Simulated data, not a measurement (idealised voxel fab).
Process module under the name voxel released beams
The width of the displayed cross-section, cut, is 200 nm; its cells are square, with a size of 5 nm.
A cross-section in this document is a grid of square cells, and it is written down as bands, the top band listed before the ones below it; a band is made up of one or more rows of cells.
Read a band's entry like this: the first values are the height of its top and the height of its bottom in nm, and what follows is the sequence of materials from left to right, each with its width in nm. Note that "empty" is empty space, and that a single material marked "everywhere" reaches across the band from edge to edge.
Height reference: 0 = level under which incoming wafer is all one material. Lowest band: no bottom, runs on downward, e.g. "from 0 down".
A two-number width, for instance "30..40", indicates that the width is equal to the first number in the top row of the band and to the second number in the bottom row, and that it changes by a constant amount per row of cells.
Key: "nothing altered" - step with no changed cell in the cross-section.
"Tabulated closed voids": empty spaces of 8 cells or more with no open way to the top, each given as width x height at distance, distance from the left edge, all in nm.
Post-settings text on a step line: simulator's own remark regarding the step.
"overlay nm" denotes, for a step that has a mask, the displacement of the mask to the right of its planned place, with negative values corresponding to the left.

# Planned process steps
1 RECEIVE,material Si
2 CONFORMAL_DEP,material SiN,thk nm 5
3 DIRECTIONAL_DEP,material SiO2,thk nm 20
4 PATTERN,tone open,mask id ANCHOR,material resist,width nm 35,thk nm 20,overlay nm 0
5 DIRECTIONAL_ETCH,etch materials SiO2,depth nm 20
6 STRIP,etch materials resist
7 CONFORMAL_DEP,material TiN,thk nm 15
8 MASKED_ETCH,tone cover,mask id BEAM,width nm 120,etch materials TiN,depth nm 15,overlay nm 0
9 STRIP,etch materials SiO2

# Step 1 complete: cross-section of the wafer as received
  from 0 down | Si everywhere
  Tabulated closed voids: none

# One mistake in running the module, otherwise start and plan as above: cross-section at the end
  from 30 to 25 | 35 empty, then 10 TiN, then 25 empty, then 85 TiN, then 45 empty
  from 25 to 10 | 40 empty, then 5 TiN, then 25 empty, then 5 TiN, then 125 empty
  from 10 to 5 | 40 empty, then 35 TiN, then 125 empty
  from 5 to 0 | SiN everywhere
  from 0 down | Si everywhere
  Tabulated closed voids: none
Here's what went sideways: so step 7 ended up running with a different setting than we planned, it ran as CONFORMAL_DEP,material TiN,thk nm 5
